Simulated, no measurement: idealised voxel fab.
The process module that follows is named voxel self aligned contacts.
The figure presents cross-section cut, which has a width of 185 nm and is divided into square cells with an edge length of 5 nm.
Cross-section format: a grid of square cells, given as bands from top to bottom; each band is one or more rows of cells.
For a band, the entry starts with two heights in nm, that of the top and then that of the bottom, and carries on with the band's materials in order from left to right, each alongside its width in nm; the word "everywhere" beside a single material means it fills the band edge to edge, and "empty" means empty space.
Measure heights from 0. That's the level where, below it, the as-received wafer is all one material. The lowest band is bottomless and extends downward; write it as in "from 0 down".
It should be noted that a width expressed as "30 to 40" varies in equal increments from row to row of cells within the band, taking the value of the first number at the top row and that of the second number at the bottom row.
Given "no alterations made" for a step, no cell of the cross-section differs between before and after that step.
Look at "Voids, enclosed" for the closed voids: empty spaces with no open path to the top, sized 8 cells or up. Each is width x height at distance, distance from the left edge, all nm.
Read whatever lies past the settings on a step's line as the simulator's own remark about the step.
You can add "overlay nm" to a step's line. For a step with a mask, it describes how far the mask lay to the right of its planned position, and a negative number describes a lay to the left.
**Listed below are the process steps as planned**
1: RECEIVE,material Si
2: CONFORMAL_DEP,material SiO2,thk nm 5
3: DIRECTIONAL_DEP,material polySi,thk nm 25
4: DIRECTIONAL_DEP,material SiN,thk nm 25
5: DIRECTIONAL_DEP,material aC,thk nm 15
6: PATTERN,tone cover,mask id GATE,material resist,width nm 35,pitch nm 70,thk nm 30,overlay nm 0
7: DIRECTIONAL_ETCH,etch materials aC,depth nm 15
8: STRIP,etch materials resist
9: DIRECTIONAL_ETCH,etch materials SiN,depth nm 25
10: DIRECTIONAL_ETCH,etch materials polySi,depth nm 25
11: STRIP,etch materials aC
12: CONFORMAL_DEP,material SiN,thk nm 10
13: DIRECTIONAL_ETCH,etch materials SiN,depth nm 10
14: FILL_DEP,material SiO2,thk nm 10
15: CMP,height nm 60
16: PATTERN,tone open,mask id CONTACT,material resist,width nm 55,thk nm 20,overlay nm 0
17: DIRECTIONAL_ETCH,etch materials SiO2,depth nm 60
18: STRIP,etch materials resist
19: CONFORMAL_DEP,material TiN,thk nm 5
20: FILL_DEP,material W,thk nm 5
21: CMP,height nm 60
22: CONFORMAL_DEP,material SiCN,thk nm 5
**Here's what the wafer looked like in cross-section when it arrived - that's after step 1**
from 0 down = Si everywhere
Voids, enclosed: none
**Figure: cross-sectional view of the wafer upon completion of the module, processed from the initial state and according to the plan depicted above, with one error introduced during execution**
from 65 to 60 = SiCN everywhere
from 60 to 55 = SiO2=65, TiN=25, W=5, TiN=25, SiO2=65
from 55 to 35 = SiO2=30, SiN=55, TiN=5, W=5, TiN=5, SiN=55, SiO2=30
from 35 to 30 = SiO2=30, SiN=55, TiN=15, SiN=55, SiO2=30
from 30 to 5 = SiCN everywhere
from 5 to 0 = SiO2 everywhere
from 0 down = Si everywhere
Voids, enclosed: none
What broke from the plan during processing? step 3: run off-plan, actual operation and settings DIRECTIONAL_DEP,material SiCN,thk nm 25
